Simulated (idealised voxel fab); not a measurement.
process module | voxel wiring stack
cross-section cut | 240 nm wide | cells 5 nm
A cross-section is a grid of square cells, given in bands from the top down. A band is one or more rows of cells.
Each band's line starts with the height of the band's top and of its bottom, in nm. Then come its materials from left to right, each with its width in nm. One material with "throughout" fills the band from edge to edge. "air" is empty space.
Height 0 is the level under which the wafer as received is all one material. The lowest band goes on downwards, as in "0 down".
A width such as "30 to 40" changes by the same amount from each row of cells to the next, from the band's top row to its bottom row.
"no change" after a step means that no cell of the cross-section changed.
closed voids: empty space of 8 cells or more with no open way to the top, each as width x height at its distance from the left edge, in nm
after a step's settings: what the simulator itself notes on the step
overlay nm, on a step with a mask: how far to the right of its planned place the mask lay; to the left if negative
plan
1 op RECEIVE | material Si
2 op CONFORMAL_DEP | material SiO2 | thk nm 10
3 op DIRECTIONAL_DEP | material TiN | thk nm 5
4 op DIRECTIONAL_DEP | material Ru | thk nm 15
5 op PATTERN | tone cover | mask id METAL_1 | material resist | width nm 20 | pitch nm 45 | thk nm 20 | overlay nm 0
6 op DIRECTIONAL_ETCH | etch materials Ru | depth nm 15
7 op DIRECTIONAL_ETCH | etch materials TiN | depth nm 5
8 op STRIP | etch materials resist
9 op FILL_DEP | material SiO2 | thk nm 10
10 op CMP | height nm 30
11 op CONFORMAL_DEP | material SiCN | thk nm 5
12 op DIRECTIONAL_DEP | material SiO2 | thk nm 25
13 op PATTERN | tone open | mask id METAL_2_HOLES | material resist | width nm 15 | pitch nm 45 | thk nm 20 | overlay nm 0
14 op DIRECTIONAL_ETCH | etch materials SiO2 | depth nm 25
15 op STRIP | etch materials resist
16 op DIRECTIONAL_DEP | material aC | thk nm 15
17 op PATTERN | tone open | mask id METAL_2 | material resist | width nm 20 | pitch nm 45 | thk nm 35 | overlay nm 0
18 op DIRECTIONAL_ETCH | etch materials aC | depth nm 15
19 op STRIP | etch materials resist
20 op DIRECTIONAL_ETCH | etch materials SiO2 | depth nm 15
21 op DIRECTIONAL_ETCH | etch materials SiCN | depth nm 5
22 op STRIP | etch materials aC
23 op CONFORMAL_DEP | material TiN | thk nm 5
24 op FILL_DEP | material Cu | thk nm 10
25 op CMP | height nm 60
26 op CONFORMAL_DEP | material SiCN | thk nm 5
27 op DIRECTIONAL_DEP | material SiO2 | thk nm 15
28 op DIRECTIONAL_DEP | material aC | thk nm 10
29 op PATTERN | tone open | mask id PLUG_2 | material resist | width nm 15 | pitch nm 90 | thk nm 25 | overlay nm 0
30 op DIRECTIONAL_ETCH | etch materials aC | depth nm 10
31 op STRIP | etch materials resist
32 op DIRECTIONAL_ETCH | etch materials SiO2 | depth nm 15
33 op DIRECTIONAL_ETCH | etch materials SiCN | depth nm 5
34 op STRIP | etch materials aC
35 op CONFORMAL_DEP | material TiN | thk nm 5
36 op FILL_DEP | material Ru | thk nm 10
37 op CMP | height nm 80
38 op CONFORMAL_DEP | material SiN | thk nm 5
39 op DIRECTIONAL_DEP | material SiO2 | thk nm 15
40 op PATTERN | tone open | mask id METAL_3 | material resist | width nm 20 | pitch nm 45 | thk nm 20 | overlay nm 0
41 op DIRECTIONAL_ETCH | etch materials SiO2 | depth nm 15
42 op DIRECTIONAL_ETCH | etch materials SiN | depth nm 5
43 op STRIP | etch materials resist
44 op CONFORMAL_DEP | material TiN | thk nm 5
45 op FILL_DEP | material Ru | thk nm 10
46 op CMP | height nm 100
47 op EPI | material Ru | thk nm 5
48 op FILL_DEP | material SiCN | thk nm 5
varied across the wafers: width nm of step 29. The plan shows the first wafer's value. All wafers start alike
first wafer as received, after step 1
  0 down: Si throughout
  closed voids: none
each wafer at the end: cells of each material gained (+) or lost (-) since it was received, then its closed voids
width nm 15 | +28 Cu | +102 Ru | +150 SiCN | +32 SiN | +614 SiO2 | +130 TiN | closed voids: none
width nm 20 | +28 Cu | +108 Ru | +148 SiCN | +32 SiN | +608 SiO2 | +132 TiN | closed voids: none
width nm 25 | +28 Cu | +114 Ru | +146 SiCN | +32 SiN | +602 SiO2 | +134 TiN | closed voids: none
width nm 30 | +28 Cu | +120 Ru | +144 SiCN | +32 SiN | +596 SiO2 | +136 TiN | closed voids: none
